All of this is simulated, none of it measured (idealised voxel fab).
Presented below is a process module, voxel trench capacitor.
Section cut is 240 nm wide and gridded with 5 nm square cells.
A cross-section is a grid of square cells, given in bands from the top down. A band is one or more rows of cells. Look at the band entry: it leads with the top's height and the bottom's height in nm. Then it lists the materials left to right, with a width in nm for each. The word "everywhere" on a single material says that material fills the band edge to edge. The word "blank" is empty space. All heights in this document are referenced to 0, defined as the level beneath which the wafer, as received, consists entirely of one material. The lowest band is not bounded below; it extends indefinitely downward and is written in the form "0..down". Think of "30 to 40" as a width that walks from the first number to the second as you go down the band, top row to bottom row, taking equal-sized steps from row to row. No cell of the cross-section changed in a step that is given as "remained the same". Listed in "Unvented voids": every empty space of 8 or more cells without an open way to the top. Form: width x height at distance, the distance being from the left edge, all in nm. Text after the settings on a step's line: the simulator's own remark on that step. overlay nm: on a step with a mask, how far right of its planned place the mask lay; negative means left.

Intended process steps:
1 op RECEIVE | material Si
2 op CONFORMAL_DEP | material SiN | thk nm 10
3 op MASKED_ETCH | tone open | mask id TRENCH | width nm 30 | pitch nm 60 | etch materials SiN | depth nm 10 | overlay nm 0
4 op MASKED_ETCH | tone open | mask id TRENCH | width nm 30 | pitch nm 60 | etch materials Si | depth nm 30 | overlay nm 0
5 op CONFORMAL_DEP | material Al2O3 | thk nm 5
6 op CONFORMAL_DEP | material TiN | thk nm 5
7 op FILL_DEP | material W | thk nm 10
8 op CMP | height nm 10

The first of a set of two wafers, run to plan:

Wafer as received: cross-section following step 1:
0..down  Si everywhere
Unvented voids: none

Take a look at the wafer's cross-section after step 2:
10..0  SiN everywhere
No changes below 0.

Take a look at the wafer's cross-section after step 3:
10..0  45 nm SiN, 30 nm blank, 30 nm SiN, 30 nm blank, 30 nm SiN, 30 nm blank, 45 nm SiN
No changes below 0.

Take a look at the wafer's cross-section after step 4:
10..0  45 nm SiN, 30 nm blank, 30 nm SiN, 30 nm blank, 30 nm SiN, 30 nm blank, 45 nm SiN
0..-30  45 nm Si, 30 nm blank, 30 nm Si, 30 nm blank, 30 nm Si, 30 nm blank, 45 nm Si
No changes below -30.

Take a look at the wafer's cross-section after step 5:
15..10  50 nm Al2O3, 20 nm blank, 40 nm Al2O3, 20 nm blank, 40 nm Al2O3, 20 nm blank, 50 nm Al2O3
10..0  45 nm SiN, 5 nm Al2O3, 20 nm blank, 5 nm Al2O3, 30 nm SiN, 5 nm Al2O3, 20 nm blank, 5 nm Al2O3, 30 nm SiN, 5 nm Al2O3, 20 nm blank, 5 nm Al2O3, 45 nm SiN
0..-25  45 nm Si, 5 nm Al2O3, 20 nm blank, 5 nm Al2O3, 30 nm Si, 5 nm Al2O3, 20 nm blank, 5 nm Al2O3, 30 nm Si, 5 nm Al2O3, 20 nm blank, 5 nm Al2O3, 45 nm Si
-25..-30  45 nm Si, 30 nm Al2O3, 30 nm Si, 30 nm Al2O3, 30 nm Si, 30 nm Al2O3, 45 nm Si
No changes below -30.

Take a look at the wafer's cross-section after step 6:
20..15  55 nm TiN, 10 nm blank, 50 nm TiN, 10 nm blank, 50 nm TiN, 10 nm blank, 55 nm TiN
15..10  50 nm Al2O3, 5 nm TiN, 10 nm blank, 5 nm TiN, 40 nm Al2O3, 5 nm TiN, 10 nm blank, 5 nm TiN, 40 nm Al2O3, 5 nm TiN, 10 nm blank, 5 nm TiN, 50 nm Al2O3
10..0  45 nm SiN, 5 nm Al2O3, 5 nm TiN, 10 nm blank, 5 nm TiN, 5 nm Al2O3, 30 nm SiN, 5 nm Al2O3, 5 nm TiN, 10 nm blank, 5 nm TiN, 5 nm Al2O3, 30 nm SiN, 5 nm Al2O3, 5 nm TiN, 10 nm blank, 5 nm TiN, 5 nm Al2O3, 45 nm SiN
0..-20  45 nm Si, 5 nm Al2O3, 5 nm TiN, 10 nm blank, 5 nm TiN, 5 nm Al2O3, 30 nm Si, 5 nm Al2O3, 5 nm TiN, 10 nm blank, 5 nm TiN, 5 nm Al2O3, 30 nm Si, 5 nm Al2O3, 5 nm TiN, 10 nm blank, 5 nm TiN, 5 nm Al2O3, 45 nm Si
-20..-25  45 nm Si, 5 nm Al2O3, 20 nm TiN, 5 nm Al2O3, 30 nm Si, 5 nm Al2O3, 20 nm TiN, 5 nm Al2O3, 30 nm Si, 5 nm Al2O3, 20 nm TiN, 5 nm Al2O3, 45 nm Si
No changes below -25.

Take a look at the wafer's cross-section after step 7:
30..20  W everywhere
20..15  55 nm TiN, 10 nm W, 50 nm TiN, 10 nm W, 50 nm TiN, 10 nm W, 55 nm TiN
15..10  50 nm Al2O3, 5 nm TiN, 10 nm W, 5 nm TiN, 40 nm Al2O3, 5 nm TiN, 10 nm W, 5 nm TiN, 40 nm Al2O3, 5 nm TiN, 10 nm W, 5 nm TiN, 50 nm Al2O3
10..0  45 nm SiN, 5 nm Al2O3, 5 nm TiN, 10 nm W, 5 nm TiN, 5 nm Al2O3, 30 nm SiN, 5 nm Al2O3, 5 nm TiN, 10 nm W, 5 nm TiN, 5 nm Al2O3, 30 nm SiN, 5 nm Al2O3, 5 nm TiN, 10 nm W, 5 nm TiN, 5 nm Al2O3, 45 nm SiN
0..-20  45 nm Si, 5 nm Al2O3, 5 nm TiN, 10 nm W, 5 nm TiN, 5 nm Al2O3, 30 nm Si, 5 nm Al2O3, 5 nm TiN, 10 nm W, 5 nm TiN, 5 nm Al2O3, 30 nm Si, 5 nm Al2O3, 5 nm TiN, 10 nm W, 5 nm TiN, 5 nm Al2O3, 45 nm Si
No changes below -20.

Take a look at the wafer's cross-section after step 8:
10..0  45 nm SiN, 5 nm Al2O3, 5 nm TiN, 10 nm W, 5 nm TiN, 5 nm Al2O3, 30 nm SiN, 5 nm Al2O3, 5 nm TiN, 10 nm W, 5 nm TiN, 5 nm Al2O3, 30 nm SiN, 5 nm Al2O3, 5 nm TiN, 10 nm W, 5 nm TiN, 5 nm Al2O3, 45 nm SiN
No changes below 0.

Second wafer: like start, like plan, one mistake. Through step 5 it matches the first wafer:

Cross-section: second wafer, time at which step 6 was scheduled to end:
20..15  55 nm SiN, 10 nm blank, 50 nm SiN, 10 nm blank, 50 nm SiN, 10 nm blank, 55 nm SiN
15..10  50 nm Al2O3, 5 nm SiN, 10 nm blank, 5 nm SiN, 40 nm Al2O3, 5 nm SiN, 10 nm blank, 5 nm SiN, 40 nm Al2O3, 5 nm SiN, 10 nm blank, 5 nm SiN, 50 nm Al2O3
10..0  45 nm SiN, 5 nm Al2O3, 5 nm SiN, 10 nm blank, 5 nm SiN, 5 nm Al2O3, 30 nm SiN, 5 nm Al2O3, 5 nm SiN, 10 nm blank, 5 nm SiN, 5 nm Al2O3, 30 nm SiN, 5 nm Al2O3, 5 nm SiN, 10 nm blank, 5 nm SiN, 5 nm Al2O3, 45 nm SiN
0..-20  45 nm Si, 5 nm Al2O3, 5 nm SiN, 10 nm blank, 5 nm SiN, 5 nm Al2O3, 30 nm Si, 5 nm Al2O3, 5 nm SiN, 10 nm blank, 5 nm SiN, 5 nm Al2O3, 30 nm Si, 5 nm Al2O3, 5 nm SiN, 10 nm blank, 5 nm SiN, 5 nm Al2O3, 45 nm Si
-20..-25  45 nm Si, 5 nm Al2O3, 20 nm SiN, 5 nm Al2O3, 30 nm Si, 5 nm Al2O3, 20 nm SiN, 5 nm Al2O3, 30 nm Si, 5 nm Al2O3, 20 nm SiN, 5 nm Al2O3, 45 nm Si
No changes below -25.

Cross-section: second wafer, time at which step 7 was scheduled to end:
30..20  W everywhere
20..15  55 nm SiN, 10 nm W, 50 nm SiN, 10 nm W, 50 nm SiN, 10 nm W, 55 nm SiN
15..10  50 nm Al2O3, 5 nm SiN, 10 nm W, 5 nm SiN, 40 nm Al2O3, 5 nm SiN, 10 nm W, 5 nm SiN, 40 nm Al2O3, 5 nm SiN, 10 nm W, 5 nm SiN, 50 nm Al2O3
10..0  45 nm SiN, 5 nm Al2O3, 5 nm SiN, 10 nm W, 5 nm SiN, 5 nm Al2O3, 30 nm SiN, 5 nm Al2O3, 5 nm SiN, 10 nm W, 5 nm SiN, 5 nm Al2O3, 30 nm SiN, 5 nm Al2O3, 5 nm SiN, 10 nm W, 5 nm SiN, 5 nm Al2O3, 45 nm SiN
0..-20  45 nm Si, 5 nm Al2O3, 5 nm SiN, 10 nm W, 5 nm SiN, 5 nm Al2O3, 30 nm Si, 5 nm Al2O3, 5 nm SiN, 10 nm W, 5 nm SiN, 5 nm Al2O3, 30 nm Si, 5 nm Al2O3, 5 nm SiN, 10 nm W, 5 nm SiN, 5 nm Al2O3, 45 nm Si
No changes below -20.

Cross-section: second wafer, time at which step 8 was scheduled to end:
10..0  45 nm SiN, 5 nm Al2O3, 5 nm SiN, 10 nm W, 5 nm SiN, 5 nm Al2O3, 30 nm SiN, 5 nm Al2O3, 5 nm SiN, 10 nm W, 5 nm SiN, 5 nm Al2O3, 30 nm SiN, 5 nm Al2O3, 5 nm SiN, 10 nm W, 5 nm SiN, 5 nm Al2O3, 45 nm SiN
No changes below 0.
Misprocessing identified: so step 6 ended up running with a different setting than we planned, it ran as op CONFORMAL_DEP | material SiN | thk nm 5
Count the cells at the end and the second wafer has more or fewer of some materials than the first: +48 SiN, -48 TiN
